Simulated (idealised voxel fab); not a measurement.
A process module follows: voxel tone inversion.
Each square cell in cross-section cut measures 5 nm, and the section as a whole is 165 nm wide.
When this document writes out a cross-section, it uses a grid of square cells and lists it as bands, beginning at the top and moving down, with a band standing for one or more rows of cells. Within each band entry, the heights of the top and of the bottom of the band appear first, in that order and in nm; the materials of the band then follow from left to right, each with its corresponding width in nm. The designation "everywhere" on a single material indicates that it fills the band from edge to edge; the designation "blank" indicates empty space. All heights in this document are referenced to 0, defined as the level beneath which the wafer, as received, consists entirely of one material. The lowest band is not bounded below; it extends indefinitely downward and is written in the form "0 -> down". The two numbers in a width such as "30->40" mark its ends across the band: the first belongs to the top row of cells, the second to the bottom row, and from each row to the next the width moves by the same amount. You'll sometimes find "all unchanged" written for a step, and that's the way of saying that nowhere in the cross-section did a cell change during that step. Empty spaces without an open route to the top, at least 8 cells in extent, make up the entry "Closed cavity list"; each is given as width x height at distance, where the distance is measured from the left edge, and all are in nm. Post-settings text on a step line: simulator's own remark regarding the step. "overlay nm" denotes, for a step that has a mask, the displacement of the mask to the right of its planned place, with negative values corresponding to the left.
Here's what the planned process steps look like
1: RECEIVE with material Si
2: CONFORMAL_DEP with material SiCN, thk nm 10
3: DIRECTIONAL_DEP with material aC, thk nm 15
4: PATTERN with tone cover, mask id POSTS, material resist, width nm 15, pitch nm 40, thk nm 25, overlay nm 0
5: DIRECTIONAL_ETCH with etch materials aC, depth nm 15
6: STRIP with etch materials resist
7: FILL_DEP with material lowk, thk nm 10
8: CMP with height nm 25
9: STRIP with etch materials aC
Cross-section of the wafer upon arrival, representing the state reached after step 1
* 0 -> down | Si everywhere
* Closed cavity list: none
As-planned run: cross-section of the first of two wafers at end of module
* 25 -> 10 | 55 nm lowk, then 15 nm blank, then 25 nm lowk, then 15 nm blank, then 55 nm lowk
* 10 -> 0 | SiCN everywhere
* 0 -> down | Si everywhere
* Closed cavity list: none
Here is the second of the two wafers cut open at the end of the module - same start, same plan as the first one, but we made one mistake running it
* 25 -> 10 | 55 nm blank, then 15 nm lowk, then 25 nm blank, then 15 nm lowk, then 55 nm blank
* 10 -> 0 | SiCN everywhere
* 0 -> down | Si everywhere
* Closed cavity list: none
Error vs. plan: not per plan at step 4, really ran PATTERN with tone open, mask id POSTS, material resist, width nm 15, pitch nm 40, thk nm 25, overlay nm 0
End check, counted in cells, second wafer has more or fewer of these materials than the first: lowk -63
